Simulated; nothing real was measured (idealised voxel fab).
process module | voxel lift off
cross-section cut | 215 nm wide | cells 5 nm
A cross-section is a grid of square cells, given in bands from the top down. A band is one or more rows of cells.
Each band's line starts with the height of the band's top and of its bottom, in nm. Then come its materials from left to right, each with its width in nm. One material with "throughout" fills the band from edge to edge. "air" is empty space.
Height 0 is the level under which the wafer as received is all one material. The lowest band goes on downwards, as in "0 down".
A width such as "30 to 40" changes by the same amount from each row of cells to the next, from the band's top row to its bottom row.
"no change" after a step means that no cell of the cross-section changed.
closed voids: empty space of 8 cells or more with no open way to the top, each as width x height at its distance from the left edge, in nm
after a step's settings: what the simulator itself notes on the step
overlay nm, on a step with a mask: how far to the right of its planned place the mask lay; to the left if negative
plan
1 op RECEIVE | material Si
2 op CONFORMAL_DEP | material Al2O3 | thk nm 5
3 op PATTERN | tone open | mask id LINES | material resist | width nm 25 | pitch nm 40 | thk nm 20 | overlay nm 0
4 op DIRECTIONAL_DEP | material Ru | thk nm 10
5 op STRIP | etch materials resist
6 op CONFORMAL_DEP | material SiCN | thk nm 5
first wafer, as planned
as received, after step 1
  0 down: Si throughout
  closed voids: none
after step 2
  5 to 0: Al2O3 throughout
  below 0: unchanged
after step 3
  25 to 5: resist 35 | air 25 | resist 15 | air 25 | resist 15 | air 25 | resist 15 | air 25 | resist 35
  below 5: unchanged
after step 4
  35 to 25: Ru 35 | air 25 | Ru 15 | air 25 | Ru 15 | air 25 | Ru 15 | air 25 | Ru 35
  25 to 15: resist 35 | air 25 | resist 15 | air 25 | resist 15 | air 25 | resist 15 | air 25 | resist 35
  15 to 5: resist 35 | Ru 25 | resist 15 | Ru 25 | resist 15 | Ru 25 | resist 15 | Ru 25 | resist 35
  below 5: unchanged
after step 5
  15 to 5: air 35 | Ru 25 | air 15 | Ru 25 | air 15 | Ru 25 | air 15 | Ru 25 | air 35
  below 5: unchanged
after step 6
  20 to 15: air 30 | SiCN 35 | air 5 | SiCN 35 | air 5 | SiCN 35 | air 5 | SiCN 35 | air 30
  15 to 10: air 30 | SiCN 5 | Ru 25 | SiCN 5 | air 5 | SiCN 5 | Ru 25 | SiCN 5 | air 5 | SiCN 5 | Ru 25 | SiCN 5 | air 5 | SiCN 5 | Ru 25 | SiCN 5 | air 30
  10 to 5: SiCN 35 | Ru 25 | SiCN 15 | Ru 25 | SiCN 15 | Ru 25 | SiCN 15 | Ru 25 | SiCN 35
  below 5: unchanged
second wafer: like start, like plan, one mistake. Through step 2 it matches the first wafer
when step 3 should have ended
  25 to 5: resist 40 | air 15 | resist 25 | air 15 | resist 25 | air 15 | resist 25 | air 15 | resist 40
  below 5: unchanged
when step 4 should have ended
  35 to 25: Ru 40 | air 15 | Ru 25 | air 15 | Ru 25 | air 15 | Ru 25 | air 15 | Ru 40
  25 to 15: resist 40 | air 15 | resist 25 | air 15 | resist 25 | air 15 | resist 25 | air 15 | resist 40
  15 to 5: resist 40 | Ru 15 | resist 25 | Ru 15 | resist 25 | Ru 15 | resist 25 | Ru 15 | resist 40
  below 5: unchanged
when step 5 should have ended
  15 to 5: air 40 | Ru 15 | air 25 | Ru 15 | air 25 | Ru 15 | air 25 | Ru 15 | air 40
  below 5: unchanged
when step 6 should have ended
  20 to 15: air 35 | SiCN 25 | air 15 | SiCN 25 | air 15 | SiCN 25 | air 15 | SiCN 25 | air 35
  15 to 10: air 35 | SiCN 5 | Ru 15 | SiCN 5 | air 15 | SiCN 5 | Ru 15 | SiCN 5 | air 15 | SiCN 5 | Ru 15 | SiCN 5 | air 15 | SiCN 5 | Ru 15 | SiCN 5 | air 35
  10 to 5: SiCN 40 | Ru 15 | SiCN 25 | Ru 15 | SiCN 25 | Ru 15 | SiCN 25 | Ru 15 | SiCN 40
  below 5: unchanged
what went wrong: step 3 ran as: op PATTERN | tone open | mask id LINES | material resist | width nm 15 | pitch nm 40 | thk nm 20 | overlay nm 0
at the end the second wafer has, in cells: 16 fewer of Ru
